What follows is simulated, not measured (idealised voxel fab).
You're looking at the process module voxel local oxidation.
Cross-section cut spans 250 nm and uses square cells 5 nm in size.
For the purposes of this document, a cross-section shall be understood as a grid of square cells, specified as bands listed in top-to-bottom order, each band consisting of one or more rows of cells.
The entry gives the band's vertical extent as a top height and a bottom height in nm, then its horizontal make-up as materials from left to right, each with a width in nm. "air" stands for empty space; a single material marked "everywhere" fills the band edge to edge.
A quick word on heights: they are counted from 0, and under that level the wafer as it came to us is one material throughout. The lowest band is different from the rest in having no bottom; it simply continues downward, written as in "0 down".
A width given as "30->40" starts at the first number in the band's top row and ends at the second number in its bottom row, shifting by an equal amount at every step from row to row.
What does "stayed the same" mean for a step? It means no cell of the cross-section changed in that step.
Reported under the label "Fully sealed voids" are the empty spaces having no open way to the top and comprising 8 cells or more; the notation for each is width x height at distance, in which the distance is measured from the left edge and all three values are in nm.
Past the settings on a step's line: simulator remark, on that step.
overlay nm: where the mask lay relative to plan, measured to the right, on steps with a mask; negatives go left.
# The process steps that were planned are listed below
1. RECEIVE: material Si
2. OXIDIZE: depth nm 5
3. CONFORMAL_DEP: material SiN, thk nm 15
4. DIRECTIONAL_DEP: material aC, thk nm 15
5. PATTERN: tone cover, mask id ACTIVE, material resist, width nm 95, thk nm 35, overlay nm 0
6. DIRECTIONAL_ETCH: etch materials aC, depth nm 15
7. STRIP: etch materials resist
8. DIRECTIONAL_ETCH: etch materials SiN, depth nm 15
9. STRIP: etch materials aC
10. SELECTIVE_ETCH: etch materials SiO2, depth nm 5
11. OXIDIZE: depth nm 10
12. STRIP: etch materials SiN
# Step 1 complete: cross-section of the wafer as received
> 0 down: Si everywhere
> Fully sealed voids: none
# Cross-section: first of two wafers, module finished, run according to plan
> 0 to -5: air (80) | SiO2 (85) | air (85)
> -5 to -15: SiO2 (90) | Si (65) | SiO2 (95)
> -15 down: Si everywhere
> Fully sealed voids: none
# Cross-section at end of module for the second wafer of two, which matched the first in starting point and plan and differed by one mistake in its processing
> 10 to -5: SiO2 everywhere
> -5 down: Si everywhere
> Fully sealed voids: none
Processing error: not per plan at step 3, really ran CONFORMAL_DEP: material SiO2, thk nm 15
Cell-count delta at end, second wafer over first, by material: Si: 74 more, SiO2: 59 more
